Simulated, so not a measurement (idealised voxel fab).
Process module heading - voxel capacitor over wiring
This is section cut - it's 255 nm across, gridded in 5 nm square cells.
Bands, listed from the top down, are how a cross-section gets written in this document; the cross-section itself is a grid of square cells, and a band is one or more rows of them. Heights first: top, then bottom, in nm. Then materials, left to right, each with a width in nm. "edge to edge" on a single material: fills the band edge to edge. "blank": empty space. Ref level 0: as-received wafer is one material below here. Bottom band extends down with no lower bound ("0..down"). Width "30->40": first value at the band's top row of cells, second value at its bottom row, equal change from row to row. When a step is marked "no change", none of the cells in the cross-section changed during that step. Under "Trapped cavities" you'll find the enclosed gaps, the ones with no way out to the top, that are 8 cells or bigger; each reads width x height at distance, with distance counted from the left edge, everything in nm. On each step's line, the part that comes after the settings is the simulator's own comment on the step. overlay nm: for a step with a mask, the amount by which the mask lay right of where it was planned; a negative amount means left of it.
**Set out below are the planned steps of the process**
step 1: RECEIVE, material Si
step 2: CONFORMAL_DEP, material SiO2, thk nm 15
step 3: DIRECTIONAL_DEP, material TiN, thk nm 5
step 4: DIRECTIONAL_DEP, material W, thk nm 15
step 5: PATTERN, tone cover, mask id METAL_1, material resist, width nm 20, pitch nm 70, thk nm 15, overlay nm 0
step 6: DIRECTIONAL_ETCH, etch materials W, depth nm 15
step 7: DIRECTIONAL_ETCH, etch materials TiN, depth nm 5
step 8: STRIP, etch materials resist
step 9: CONFORMAL_DEP, material SiN, thk nm 5
step 10: FILL_DEP, material lowk, thk nm 10
step 11: CMP, height nm 35
step 12: CONFORMAL_DEP, material SiCN, thk nm 5
step 13: DIRECTIONAL_DEP, material lowk, thk nm 20
step 14: DIRECTIONAL_DEP, material aC, thk nm 10
step 15: PATTERN, tone open, mask id PLUG_1, material resist, width nm 15, thk nm 25, overlay nm 0
step 16: DIRECTIONAL_ETCH, etch materials aC, depth nm 10
step 17: STRIP, etch materials resist
step 18: DIRECTIONAL_ETCH, etch materials lowk, depth nm 20
step 19: DIRECTIONAL_ETCH, etch materials SiCN, depth nm 5
step 20: STRIP, etch materials aC
step 21: CONFORMAL_DEP, material TiN, thk nm 5
step 22: FILL_DEP, material Ru, thk nm 10
step 23: CMP, height nm 60
step 24: DIRECTIONAL_DEP, material TiN, thk nm 10
step 25: DIRECTIONAL_DEP, material SiN, thk nm 5
step 26: DIRECTIONAL_DEP, material TiN, thk nm 5
step 27: PATTERN, tone cover, mask id UPPER_PLATE, material resist, width nm 55, thk nm 20, overlay nm 0
step 28: DIRECTIONAL_ETCH, etch materials TiN, depth nm 5
step 29: DIRECTIONAL_ETCH, etch materials SiN, depth nm 5
step 30: STRIP, etch materials resist
step 31: MASKED_ETCH, tone cover, mask id LOWER_PLATE, width nm 65, etch materials TiN, depth nm 10, overlay nm 0
step 32: FILL_DEP, material SiO2, thk nm 15
step 33: CMP, height nm 90
step 34: DIRECTIONAL_DEP, material aC, thk nm 15
step 35: PATTERN, tone open, mask id PLUG_2, material resist, width nm 15, thk nm 30, overlay nm 0
step 36: DIRECTIONAL_ETCH, etch materials aC, depth nm 15
step 37: STRIP, etch materials resist
step 38: DIRECTIONAL_ETCH, etch materials SiO2, depth nm 10
step 39: STRIP, etch materials aC
step 40: CONFORMAL_DEP, material TiN, thk nm 5
step 41: FILL_DEP, material Ru, thk nm 5
step 42: CMP, height nm 90
step 43: CONFORMAL_DEP, material SiCN, thk nm 5
Where the wafers of this document differ is in the thk nm of step 25; they start out the same, and the plan states the value that applied to the first wafer.
**First of several wafers, received after step 1, in cross-section**
  0..down | Si edge to edge
  Trapped cavities: none
**Cross-section, first of several wafers, end of module, after last step 43**
  95..90 | SiCN edge to edge
  90..85 | 95 nm SiO2, 5 nm TiN, 5 nm Ru, 5 nm TiN, 145 nm SiO2
  85..75 | 95->85 nm SiO2, 15->55 nm TiN, 145->115 nm SiO2
  75..70 | 85 nm SiO2, 55 nm SiN, 115 nm SiO2
  70..60 | 80 nm SiO2, 65 nm TiN, 110 nm SiO2
  60..40 | 85 nm lowk, 5 nm TiN, 5 nm Ru, 5 nm TiN, 155 nm lowk
  40..35 | 85 nm SiCN, 15 nm TiN, 155 nm SiCN
  35..20 | 75 nm lowk, 5 nm SiN, 20 nm W, 5 nm SiN, 40 nm lowk, 5 nm SiN, 20 nm W, 5 nm SiN, 80 nm lowk
  20..15 | 80 nm SiN, 20 nm TiN, 50 nm SiN, 20 nm TiN, 85 nm SiN
  15..0 | SiO2 edge to edge
  0..down | Si edge to edge
  Trapped cavities: none
**Last wafer, end of module, cross-section**
  95..90 | SiCN edge to edge
  90..85 | 85 nm SiO2, 55 nm SiN, 115 nm SiO2
  85..70 | SiN edge to edge
  70..60 | TiN edge to edge
  60..40 | 85 nm lowk, 5 nm TiN, 5 nm Ru, 5 nm TiN, 155 nm lowk
  40..35 | 85 nm SiCN, 15 nm TiN, 155 nm SiCN
  35..20 | 75 nm lowk, 5 nm SiN, 20 nm W, 5 nm SiN, 40 nm lowk, 5 nm SiN, 20 nm W, 5 nm SiN, 80 nm lowk
  20..15 | 80 nm SiN, 20 nm TiN, 50 nm SiN, 20 nm TiN, 85 nm SiN
  15..0 | SiO2 edge to edge
  0..down | Si edge to edge
  Trapped cavities: none
**Per-wafer rows below. For each material: cells gained (+) or lost (-) since the wafer was received, as of end of module. Then: closed voids**
thk nm 5, +5 Ru, +99 SiCN, +66 SiN, +405 SiO2, +61 TiN, +24 W, +309 lowk, Trapped cavities: none
thk nm 10, +4 Ru, +99 SiCN, +117 SiN, +281 SiO2, +135 TiN, +24 W, +309 lowk, Trapped cavities: none
thk nm 15, +4 Ru, +99 SiCN, +168 SiN, +233 SiO2, +132 TiN, +24 W, +309 lowk, Trapped cavities: none
thk nm 20, +4 Ru, +99 SiCN, +219 SiN, +193 SiO2, +121 TiN, +24 W, +309 lowk, Trapped cavities: none
